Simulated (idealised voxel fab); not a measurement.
The following process module bears the name voxel spacer lines.
Cross-section cut: width 220 nm, square cells of 5 nm.
Cross-sections here: square-cell grids, written as top-down lists of bands, a band being one or more rows of cells.
It is stipulated that each band's entry specify, in nanometres, the height of the top of the band and then that of its bottom, followed by the materials of the band in left-to-right sequence, each together with its width in nanometres. A single material marked by the word "everywhere" is understood to fill the band from edge to edge; the word "blank" is understood to denote empty space.
Height 0 is the level under which the wafer as received is all one material. The lowest band goes on downwards, as in "z 0 and below".
Width "30 to 40": first value at the band's top row of cells, second value at its bottom row, equal change from row to row.
"left unchanged" means the step left every cell of the cross-section as it was.
In "Encapsulated voids" the enclosed voids are listed, meaning empty spaces of 8 cells or larger without any opening to the top. The form is width x height at distance, distance from the left edge, units nm.
That trailing text on a step's line, after the settings, is the simulator's own remark on the step.
A step's line can hold "overlay nm"; with a mask on that step, the setting says how far right of the planned place the mask lay, while a negative setting says it lay to the left.

The process steps that were planned are listed below
1: RECEIVE [material Si]
2: CONFORMAL_DEP [material Al2O3] [thk nm 10]
3: DIRECTIONAL_DEP [material TiN] [thk nm 10]
4: DIRECTIONAL_DEP [material aC] [thk nm 20]
5: PATTERN [tone cover] [mask id MANDREL] [material resist] [width nm 20] [pitch nm 60] [thk nm 30] [overlay nm 0]
6: DIRECTIONAL_ETCH [etch materials aC] [depth nm 20]
7: STRIP [etch materials resist]
8: CONFORMAL_DEP [material SiN] [thk nm 5]
9: DIRECTIONAL_ETCH [etch materials SiN] [depth nm 10]
10: STRIP [etch materials aC]
11: DIRECTIONAL_ETCH [etch materials TiN] [depth nm 10]
12: STRIP [etch materials SiN]
Be aware that, although all wafers share a common starting state, the thk nm at step 8 differs among them, and the plan displays the first wafer's value.

This is how the first of several wafers looked in cross-section when it arrived, which is after step 1
  z 0 and below | Si everywhere
  Encapsulated voids: none

Each wafer at the end: cells of each material gained (+) or lost (-) since it was received, then its closed voids
thk nm 5, +88 Al2O3, +12 TiN, Encapsulated voids: none
thk nm 10, +88 Al2O3, +24 TiN, Encapsulated voids: none
thk nm 15, +88 Al2O3, +88 TiN, +48 aC, Encapsulated voids: none
thk nm 20, +88 Al2O3, +88 TiN, +48 aC, Encapsulated voids: none
thk nm 25, +88 Al2O3, +88 TiN, +48 aC, Encapsulated voids: none
